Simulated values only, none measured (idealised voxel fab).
A process module follows: voxel self aligned contacts.
The cross-section on display is named cut; it measures 165 nm wide, and its cells are 5 nm squares.
Heads up, the way a cross-section reads in here is a grid of square cells, handed over as bands from the top down, with every band being one or more rows of cells. Each band's line starts with the height of the band's top and of its bottom, in nm. Then come its materials from left to right, each with its width in nm. One material with "edge to edge" fills the band from edge to edge. "air" is empty space. The reference from which all heights are counted is 0, the level beneath which the as-received wafer is entirely one material; the lowest band, having no lower bound, proceeds downward and is written after the example "0 -> down". With a width like "30 to 40", each row of cells in the band differs from the next by the same amount, the top row carrying the first number and the bottom row the second. The designation "no modification", where it is given for a processing step, indicates that no cell of the cross-section was altered in the course of that step. For the entry "Closed void register", the listed items are empty spaces with no open way to the top whose size is 8 cells or more; each item follows the pattern width x height at distance, where distance is from the left edge and all three are in nm. Read whatever lies past the settings on a step's line as the simulator's own remark about the step. A step line may carry the setting "overlay nm", which, for steps involving a mask, states the distance by which the mask lay to the right of its intended position; negative values denote displacement to the left.
Plan:
1 op RECEIVE | material Si
2 op CONFORMAL_DEP | material SiO2 | thk nm 5
3 op DIRECTIONAL_DEP | material polySi | thk nm 20
4 op DIRECTIONAL_DEP | material SiN | thk nm 15
5 op DIRECTIONAL_DEP | material aC | thk nm 15
6 op PATTERN | tone cover | mask id GATE | material resist | width nm 30 | pitch nm 75 | thk nm 35 | overlay nm 0
7 op DIRECTIONAL_ETCH | etch materials aC | depth nm 15
8 op STRIP | etch materials resist
9 op DIRECTIONAL_ETCH | etch materials SiN | depth nm 20
10 op DIRECTIONAL_ETCH | etch materials polySi | depth nm 20
11 op STRIP | etch materials aC
12 op CONFORMAL_DEP | material SiN | thk nm 10
13 op DIRECTIONAL_ETCH | etch materials SiN | depth nm 10
14 op FILL_DEP | material SiO2 | thk nm 15
15 op CMP | height nm 55
16 op DIRECTIONAL_DEP | material aC | thk nm 10
17 op PATTERN | tone open | mask id CONTACT | material resist | width nm 55 | thk nm 30 | overlay nm 0
18 op DIRECTIONAL_ETCH | etch materials aC | depth nm 10
19 op STRIP | etch materials resist
20 op DIRECTIONAL_ETCH | etch materials SiO2 | depth nm 55
21 op STRIP | etch materials aC
22 op CONFORMAL_DEP | material TiN | thk nm 5
23 op FILL_DEP | material Ru | thk nm 10
24 op CMP | height nm 55
25 op CONFORMAL_DEP | material SiCN | thk nm 5
Every wafer here starts from the same state; it is the step 4 thk nm that distinguishes them, and the value the plan gives belongs to the first wafer.
As-received cross-section, first of several wafers, post step 1:
> 0 -> down = Si edge to edge
> Closed void register: none
The figure below presents a cross-section of the first of several wafers at the conclusion of the module, following its last step, step 25:
> 60 -> 55 = SiCN edge to edge
> 55 -> 45 = 55 of SiO2; 5 of TiN; 45 of Ru; 5 of TiN; 55 of SiO2
> 45 -> 40 = 55 of SiO2; 20 of TiN; 15 of Ru; 20 of TiN; 55 of SiO2
> 40 -> 25 = 20 of SiO2; 50 of SiN; 5 of TiN; 15 of Ru; 5 of TiN; 50 of SiN; 20 of SiO2
> 25 -> 5 = 20 of SiO2; 10 of SiN; 30 of polySi; 10 of SiN; 5 of TiN; 15 of Ru; 5 of TiN; 10 of SiN; 30 of polySi; 10 of SiN; 20 of SiO2
> 5 -> 0 = 70 of SiO2; 25 of TiN; 70 of SiO2
> 0 -> down = Si edge to edge
> Closed void register: none
Cross-sectional depiction of the last of several wafers upon completion of the module:
> 60 -> 55 = SiCN edge to edge
> 55 -> 45 = 20 of SiO2; 50 of SiN; 5 of TiN; 15 of Ru; 5 of TiN; 50 of SiN; 20 of SiO2
> 45 -> 40 = 20 of SiO2; 50 of SiN; 25 of TiN; 50 of SiN; 20 of SiO2
> 40 -> 25 = SiN edge to edge
> 25 -> 5 = polySi edge to edge
> 5 -> 0 = SiO2 edge to edge
> 0 -> down = Si edge to edge
> Closed void register: none
The table below has one row for each wafer; a row shows, as of the end of the module, how many cells of each material the wafer has gained, marked (+), or lost, marked (-), since it was received, and then the wafer's closed voids:
thk nm 15 | +42 Ru | +33 SiCN | +92 SiN | +150 SiO2 | +31 TiN | +48 polySi | Closed void register: none
thk nm 20 | +36 Ru | +33 SiCN | +112 SiN | +136 SiO2 | +31 TiN | +48 polySi | Closed void register: none
thk nm 25 | +12 Ru | +33 SiCN | +113 SiN | +87 SiO2 | +19 TiN | +132 polySi | Closed void register: none
thk nm 30 | +9 Ru | +33 SiCN | +146 SiN | +65 SiO2 | +11 TiN | +132 polySi | Closed void register: none
thk nm 35 | +6 Ru | +33 SiCN | +159 SiN | +57 SiO2 | +9 TiN | +132 polySi | Closed void register: none
